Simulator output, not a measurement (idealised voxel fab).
The following process module bears the name voxel self aligned contacts.
Square cell edge 5 nm, section width 200 nm, ID cut.
In what follows, cross-sections appear as grids of square cells, described through bands that run from the top down, where every band is one or more rows of cells.
Band entry format. Leading values: height of top, height of bottom, nm. Remainder: materials in left-to-right order, each with its width in nm. Special words: "throughout" on a single material, which then fills the band edge to edge; "blank", empty space.
Heights from 0 (as-received wafer is one material below). Bottom band endless downward, as "from 0 down".
Width "30..40": first value at the band's top row of cells, second value at its bottom row, equal change from row to row.
You'll sometimes find "nothing altered" written for a step, and that's the way of saying that nowhere in the cross-section did a cell change during that step.
Each empty space that has no open way to the top and spans at least 8 cells appears under "Enclosed internal cavities" as width x height at distance, the distance counted from the left edge, all in nm.
That trailing text on a step's line, after the settings, is the simulator's own remark on the step.
You can add "overlay nm" to a step's line. For a step with a mask, it describes how far the mask lay to the right of its planned position, and a negative number describes a lay to the left.

## Steps in the process plan
| 1 | RECEIVE (material Si) |
| 2 | OXIDIZE (depth nm 5) |
| 3 | DIRECTIONAL_DEP (material polySi; thk nm 30) |
| 4 | DIRECTIONAL_DEP (material SiN; thk nm 20) |
| 5 | MASKED_ETCH (tone cover; mask id GATE; width nm 30; pitch nm 65; etch materials SiN; depth nm 20; overlay nm 0) |
| 6 | MASKED_ETCH (tone cover; mask id GATE; width nm 30; pitch nm 65; etch materials polySi; depth nm 30; overlay nm 0) |
| 7 | CONFORMAL_DEP (material SiN; thk nm 10) |
| 8 | DIRECTIONAL_ETCH (etch materials SiN; depth nm 10) |
| 9 | FILL_DEP (material SiO2; thk nm 20) |
| 10 | CMP (height nm 60) |
| 11 | PATTERN (tone open; mask id CONTACT; material resist; width nm 45; thk nm 20; overlay nm 0) |
| 12 | DIRECTIONAL_ETCH (etch materials SiO2; depth nm 65) |
| 13 | STRIP (etch materials resist) |
| 14 | CONFORMAL_DEP (material TiN; thk nm 5) |
| 15 | FILL_DEP (material W; thk nm 10) |
| 16 | CMP (height nm 60) |
| 17 | CONFORMAL_DEP (material SiN; thk nm 5) |

## This is the cross-section of the wafer as we received it, i.e. after step 1
> from 0 down = Si throughout
> Enclosed internal cavities: none

## Module complete - cross-section of the first of two wafers, run according to plan
> from 65 to 60 = SiN throughout
> from 60 to 50 = 75 nm SiO2, then 5..20 nm TiN, then 35..5 nm W, then 5..20 nm TiN, then 80 nm SiO2
> from 50 to 30 = 40 nm SiO2, then 50 nm SiN, then 5 nm TiN, then 5 nm W, then 5 nm TiN, then 50 nm SiN, then 45 nm SiO2
> from 30 to 0 = 40 nm SiO2, then 10 nm SiN, then 30 nm polySi, then 10 nm SiN, then 5 nm TiN, then 5 nm W, then 5 nm TiN, then 10 nm SiN, then 30 nm polySi, then 10 nm SiN, then 45 nm SiO2
> from 0 to -5 = 90 nm SiO2, then 15 nm TiN, then 95 nm SiO2
> from -5 down = Si throughout
> Enclosed internal cavities: none

## Wafer two cross-section, module end. Start and plan unchanged from wafer one; one mistake made during the run
> from 65 to 60 = SiN throughout
> from 60 to 50 = 70..35 nm W, then 5..40 nm TiN, then 45 nm SiO2, then 5..40 nm TiN, then 75..40 nm W
> from 50 to 30 = 35 nm W, then 5 nm TiN, then 50 nm SiN, then 15 nm SiO2, then 50 nm SiN, then 5 nm TiN, then 40 nm W
> from 30 to 0 = 35 nm W, then 5 nm TiN, then 10 nm SiN, then 30 nm polySi, then 10 nm SiN, then 15 nm SiO2, then 10 nm SiN, then 30 nm polySi, then 10 nm SiN, then 5 nm TiN, then 40 nm W
> from 0 to -5 = 40 nm TiN, then 115 nm SiO2, then 45 nm TiN
> from -5 down = Si throughout
> Enclosed internal cavities: none
Error vs. plan: step 11 did not use the planned setting and instead ran as PATTERN (tone cover; mask id CONTACT; material resist; width nm 45; thk nm 20; overlay nm 0)
End of process, cell counts, second wafer against first, materials with more or fewer: SiO2 -198; TiN +22; W +176
